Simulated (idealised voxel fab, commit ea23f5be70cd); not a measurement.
Process module heading - voxel capacitor over wiring
The cross-section shown here is cut; it is 165 nm wide and divided into square cells measuring 5 nm on a side.
A cross-section is written here as square cells arranged in a grid, and it is given in bands from the top down, each band taking up one or more rows of cells.
Heads up on the band format: heights come first, top then bottom, in nm. After that it's the materials left to right, each with its width in nm. A single material flagged "throughout" fills the whole band edge to edge, and "blank" means there's empty space there.
Beneath 0, the wafer as received is one material, and that level is where height counting begins. The lowest band goes on downward without a bottom; it is written like "0 nm and below".
With a width like "30 to 40", each row of cells in the band differs from the next by the same amount, the top row carrying the first number and the bottom row the second.
Step note "all unchanged" = no cross-section cell changed.
Closed-off voids of 8+ cells (no open route to the top) go in "Enclosed internal cavities", written width x height at distance from the left edge, in nm.
Step line, after settings: the simulator's comment on this step.
overlay nm: mask right of planned place by this much (step with mask). Neg. = left.

The steps planned for the process are as follows:
1: RECEIVE,material Si
2: CONFORMAL_DEP,material SiO2,thk nm 10
3: DIRECTIONAL_DEP,material TiN,thk nm 5
4: DIRECTIONAL_DEP,material W,thk nm 25
5: PATTERN,tone cover,mask id METAL_1,material resist,width nm 30,pitch nm 90,thk nm 20,overlay nm 0
6: DIRECTIONAL_ETCH,etch materials W,depth nm 25
7: DIRECTIONAL_ETCH,etch materials TiN,depth nm 5
8: STRIP,etch materials resist
9: FILL_DEP,material lowk,thk nm 10
10: CMP,height nm 40
11: CONFORMAL_DEP,material SiCN,thk nm 5
12: DIRECTIONAL_DEP,material lowk,thk nm 10
13: MASKED_ETCH,tone open,mask id PLUG_1,width nm 15,etch materials lowk,depth nm 10,overlay nm 0
14: MASKED_ETCH,tone open,mask id PLUG_1,width nm 15,etch materials SiCN,depth nm 5,overlay nm 0
15: CONFORMAL_DEP,material TiN,thk nm 5
16: FILL_DEP,material Ru,thk nm 5
17: CMP,height nm 55
18: DIRECTIONAL_DEP,material TiN,thk nm 10
19: DIRECTIONAL_DEP,material SiN,thk nm 5
20: DIRECTIONAL_DEP,material TiN,thk nm 10
21: DIRECTIONAL_DEP,material aC,thk nm 15
22: PATTERN,tone cover,mask id UPPER_PLATE,material resist,width nm 65,thk nm 35,overlay nm 0
23: DIRECTIONAL_ETCH,etch materials aC,depth nm 15
24: STRIP,etch materials resist
25: DIRECTIONAL_ETCH,etch materials TiN,depth nm 10
26: DIRECTIONAL_ETCH,etch materials SiN,depth nm 5
27: STRIP,etch materials aC
28: MASKED_ETCH,tone cover,mask id LOWER_PLATE,width nm 75,etch materials TiN,depth nm 10,overlay nm 0
29: FILL_DEP,material SiO2,thk nm 20
30: CMP,height nm 95
31: PATTERN,tone open,mask id PLUG_2,material resist,width nm 15,thk nm 20,overlay nm 0
32: DIRECTIONAL_ETCH,etch materials SiO2,depth nm 15
33: STRIP,etch materials resist
34: CONFORMAL_DEP,material TiN,thk nm 5
35: FILL_DEP,material Ru,thk nm 10
36: CMP,height nm 95
37: CONFORMAL_DEP,material SiN,thk nm 5

So this is the incoming wafer in cross-section - it's already been through step 1:
> 0 nm and below  Si throughout
> Enclosed internal cavities: none

What the wafer looks like in cross-section after this module, when it starts as shown above and follows the plan above but one mistake is made in running it:
> 100 nm to 95 nm  SiN throughout
> 95 nm to 85 nm  SiO2 45 nm  TiN 5 nm  Ru 5 nm  TiN 5 nm  SiO2 105 nm
> 85 nm to 80 nm  SiO2 45 nm  TiN 15 nm  SiO2 105 nm
> 80 nm to 70 nm  SiO2 30 nm  TiN 75 nm  SiO2 60 nm
> 70 nm to 65 nm  SiO2 30 nm  SiN 75 nm  SiO2 60 nm
> 65 nm to 55 nm  SiO2 30 nm  TiN 75 nm  SiO2 60 nm
> 55 nm to 45 nm  lowk 35 nm  TiN 5 nm  Ru 5 nm  TiN 5 nm  lowk 115 nm
> 45 nm to 40 nm  SiCN 35 nm  TiN 15 nm  SiCN 115 nm
> 40 nm to 15 nm  lowk 20 nm  W 30 nm  lowk 60 nm  W 30 nm  lowk 25 nm
> 15 nm to 10 nm  lowk 20 nm  TiN 30 nm  lowk 60 nm  TiN 30 nm  lowk 25 nm
> 10 nm to 0 nm  SiO2 throughout
> 0 nm and below  Si throughout
> Enclosed internal cavities: none
Processing error: step 22 was processed under conditions differing from the plan, specifically as PATTERN,tone cover,mask id UPPER_PLATE,material resist,width nm 75,thk nm 35,overlay nm 0
